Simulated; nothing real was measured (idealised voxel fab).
The process module presented herein is designated voxel tone inversion.
Xsec cut, 215 nm wide, square cell size 5 nm.
Cross-sections here: square-cell grids, written as top-down lists of bands, a band being one or more rows of cells. Basically the band line says how high the top is and how high the bottom is, in nm, and then what's in it from left to right, every material with its width in nm. Empty space shows up as "empty", and if a single material carries "everywhere" it runs the full band edge to edge. Beneath 0, the wafer as received is one material, and that level is where height counting begins. The lowest band goes on downward without a bottom; it is written like "0 nm and below". With a width like "30->40", each row of cells in the band differs from the next by the same amount, the top row carrying the first number and the bottom row the second. Step note "no alterations made" = no cross-section cell changed. Basically, "Encapsulated voids" tells you about the enclosed voids: empty spaces with no open way to the top, 8 cells or bigger, each written width x height at distance, where distance is from the left edge, all in nm. The remark found on a step's line after its settings is issued by the simulator itself and pertains to that step. overlay nm: mask offset rightward from planned place, masked step; negative means leftward offset.

### Here's what the planned process steps look like
step 1: RECEIVE [material Si]
step 2: CONFORMAL_DEP [material SiN] [thk nm 5]
step 3: DIRECTIONAL_DEP [material polySi] [thk nm 15]
step 4: PATTERN [tone cover] [mask id POSTS] [material resist] [width nm 20] [pitch nm 40] [thk nm 20] [overlay nm 0]
step 5: DIRECTIONAL_ETCH [etch materials polySi] [depth nm 15]
step 6: STRIP [etch materials resist]
step 7: FILL_DEP [material SiO2] [thk nm 5]
step 8: CMP [height nm 20]
step 9: STRIP [etch materials polySi]

### as received, after step 1
0 nm and below | Si everywhere
Encapsulated voids: none

### Cross-sectional view of the first of the two wafers upon completion of the module, processed in accordance with the plan
20 nm to 5 nm | SiO2=35, then empty=20, then SiO2=20, then empty=20, then SiO2=20, then empty=20, then SiO2=20, then empty=20, then SiO2=40
5 nm to 0 nm | SiN everywhere
0 nm and below | Si everywhere
Encapsulated voids: none

### Module end: cross-section of wafer two of two. Same start and process plan as the first wafer. One mistake during execution
20 nm to 5 nm | SiO2=45, then empty=20, then SiO2=20, then empty=20, then SiO2=20, then empty=20, then SiO2=20, then empty=20, then SiO2=30
5 nm to 0 nm | SiN everywhere
0 nm and below | Si everywhere
Encapsulated voids: none
Deviation from plan: step 4: run off-plan, actual operation and settings PATTERN [tone cover] [mask id POSTS] [material resist] [width nm 20] [pitch nm 40] [thk nm 20] [overlay nm 10]
Both wafers, final: cells per material equal; arrangement not.
